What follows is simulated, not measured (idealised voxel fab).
process module | voxel capacitor over wiring
cross-section cut | 205 nm wide | cells 5 nm
A cross-section is a grid of square cells, given in bands from the top down. A band is one or more rows of cells.
Each band's line starts with the height of the band's top and of its bottom, in nm. Then come its materials from left to right, each with its width in nm. One material with "throughout" fills the band from edge to edge. "air" is empty space.
Height 0 is the level under which the wafer as received is all one material. The lowest band goes on downwards, as in "0 down".
A width such as "30 to 40" changes by the same amount from each row of cells to the next, from the band's top row to its bottom row.
"no change" after a step means that no cell of the cross-section changed.
closed voids: empty space of 8 cells or more with no open way to the top, each as width x height at its distance from the left edge, in nm
after a step's settings: what the simulator itself notes on the step
overlay nm, on a step with a mask: how far to the right of its planned place the mask lay; to the left if negative
plan
1 op RECEIVE | material Si
2 op CONFORMAL_DEP | material SiO2 | thk nm 10
3 op DIRECTIONAL_DEP | material TiN | thk nm 5
4 op DIRECTIONAL_DEP | material Ru | thk nm 20
5 op MASKED_ETCH | tone cover | mask id METAL_1 | width nm 25 | pitch nm 90 | etch materials Ru | depth nm 20 | overlay nm 0
6 op MASKED_ETCH | tone cover | mask id METAL_1 | width nm 25 | pitch nm 90 | etch materials TiN | depth nm 5 | overlay nm 0
7 op CONFORMAL_DEP | material SiN | thk nm 5
8 op FILL_DEP | material SiO2 | thk nm 10
9 op CMP | height nm 35
10 op CONFORMAL_DEP | material SiCN | thk nm 5
11 op DIRECTIONAL_DEP | material lowk | thk nm 20
12 op DIRECTIONAL_DEP | material aC | thk nm 10
13 op PATTERN | tone open | mask id PLUG_1 | material resist | width nm 15 | thk nm 30 | overlay nm 0
14 op DIRECTIONAL_ETCH | etch materials aC | depth nm 10
15 op STRIP | etch materials resist
16 op DIRECTIONAL_ETCH | etch materials lowk | depth nm 20
17 op DIRECTIONAL_ETCH | etch materials SiCN | depth nm 5
18 op STRIP | etch materials aC
19 op EPI | material Ru | thk nm 10
20 op EPI | material Ru | thk nm 10
21 op EPI | material Ru | thk nm 5
22 op DIRECTIONAL_DEP | material TiN | thk nm 10
23 op DIRECTIONAL_DEP | material SiN | thk nm 5
24 op DIRECTIONAL_DEP | material TiN | thk nm 5
25 op PATTERN | tone cover | mask id UPPER_PLATE | material resist | width nm 70 | thk nm 15 | overlay nm 0
26 op DIRECTIONAL_ETCH | etch materials TiN | depth nm 5
27 op DIRECTIONAL_ETCH | etch materials SiN | depth nm 5
28 op STRIP | etch materials resist
29 op DIRECTIONAL_DEP | material aC | thk nm 15
30 op PATTERN | tone cover | mask id LOWER_PLATE | material resist | width nm 80 | thk nm 30 | overlay nm 0
31 op DIRECTIONAL_ETCH | etch materials aC | depth nm 15
32 op STRIP | etch materials resist
33 op DIRECTIONAL_ETCH | etch materials TiN | depth nm 10
34 op STRIP | etch materials aC
35 op FILL_DEP | material SiO2 | thk nm 20
36 op CMP | height nm 95
37 op MASKED_ETCH | tone open | mask id PLUG_2 | width nm 15 | etch materials SiO2 | depth nm 15 | overlay nm 0
38 op CONFORMAL_DEP | material TiN | thk nm 5
39 op FILL_DEP | material W | thk nm 10
40 op CMP | height nm 95
41 op CONFORMAL_DEP | material SiN | thk nm 5
as received, after step 1
  0 down: Si throughout
  closed voids: none
a wafer at the end: this start, this plan, one mistake
  100 to 95: SiN throughout
  95 to 85: SiO2 65 | TiN 5 | W 5 | TiN 5 | SiO2 125
  85 to 80: SiO2 65 | TiN 15 | SiO2 125
  80 to 75: SiO2 throughout
  75 to 70: SiO2 55 | TiN 70 | SiO2 80
  70 to 60: SiO2 50 | TiN 80 | SiO2 75
  60 to 40: lowk 55 | Ru 15 | lowk 135
  40 to 35: SiCN 55 | Ru 15 | SiCN 135
  35 to 15: SiO2 40 | SiN 5 | Ru 25 | SiN 5 | SiO2 55 | SiN 5 | Ru 25 | SiN 5 | SiO2 40
  15 to 10: SiN 45 | TiN 25 | SiN 65 | TiN 25 | SiN 45
  10 to 0: SiO2 throughout
  0 down: Si throughout
  closed voids: none
what went wrong: step 23 was left out
